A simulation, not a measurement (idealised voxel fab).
The process module that follows is named voxel ribs on slabs.
This is section cut - it's 195 nm across, gridded in 5 nm square cells.
For the purposes of this document, a cross-section shall be understood as a grid of square cells, specified as bands listed in top-to-bottom order, each band consisting of one or more rows of cells. Top height, bottom height, nm. Materials left to right, width each, nm. Single material + "full width" = fills band edge to edge. "air" = empty. Height is counted from the level 0, under which the received wafer is composed throughout of one material. The lowest of the bands is not closed at the bottom but continues downward, in the notation "z 0 and below". The notation "30 to 40" denotes a width that varies across the rows of cells in the band, beginning at the first number in the top row, finishing at the second number in the bottom row, and changing by an identical amount from each row to the next. No cell of the cross-section changed in a step that is given as "nothing altered". For the entry "Closed void roster", the listed items are empty spaces with no open way to the top whose size is 8 cells or more; each item follows the pattern width x height at distance, where distance is from the left edge and all three are in nm. Read whatever lies past the settings on a step's line as the simulator's own remark about the step. Steps that use a mask can have "overlay nm" on their line. It says how far the mask sat to the right of where it was meant to be. Negative means to the left.
-- The following list gives the planned process steps
step 1: RECEIVE with material Si
step 2: DIRECTIONAL_DEP with material SiO2, thk nm 30
step 3: DIRECTIONAL_DEP with material SiN, thk nm 25
step 4: PATTERN with tone cover, mask id RIB, material resist, width nm 30, thk nm 15, overlay nm 0
step 5: DIRECTIONAL_ETCH with etch materials SiN, depth nm 15
step 6: STRIP with etch materials resist
step 7: DIRECTIONAL_DEP with material aC, thk nm 10
step 8: PATTERN with tone cover, mask id SLAB, material resist, width nm 70, thk nm 25, overlay nm 0
step 9: DIRECTIONAL_ETCH with etch materials aC, depth nm 10
step 10: STRIP with etch materials resist
step 11: DIRECTIONAL_ETCH with etch materials SiN, depth nm 10
step 12: STRIP with etch materials aC
step 13: FILL_DEP with material SiO2, thk nm 25
step 14: CMP with height nm 70
step 15: DIRECTIONAL_DEP with material W, thk nm 10
step 16: DIRECTIONAL_DEP with material aC, thk nm 15
step 17: PATTERN with tone cover, mask id HEATER, material resist, width nm 40, thk nm 35, overlay nm 0
step 18: DIRECTIONAL_ETCH with etch materials aC, depth nm 15
step 19: STRIP with etch materials resist
step 20: DIRECTIONAL_ETCH with etch materials W, depth nm 10
step 21: STRIP with etch materials aC
step 22: CONFORMAL_DEP with material SiO2, thk nm 10
-- Incoming wafer, cross-sectional view, post step 1
	z 0 and below | Si full width
	Closed void roster: none
-- What the wafer looks like in cross-section after this module, when it starts as shown above and follows the plan above but one mistake is made in running it
	z 90 to 80 | air 65 nm / SiO2 60 nm / air 70 nm
	z 80 to 70 | SiO2 75 nm / W 40 nm / SiO2 80 nm
	z 70 to 55 | SiO2 full width
	z 55 to 40 | SiO2 80 nm / SiN 35 nm / SiO2 80 nm
	z 40 to 30 | SiO2 60 nm / SiN 70 nm / SiO2 65 nm
	z 30 to 0 | SiO2 full width
	z 0 and below | Si full width
	Closed void roster: none
What was done differently from what was planned? step 4: run off-plan, actual operation and settings PATTERN with tone cover, mask id RIB, material resist, width nm 35, thk nm 15, overlay nm 0
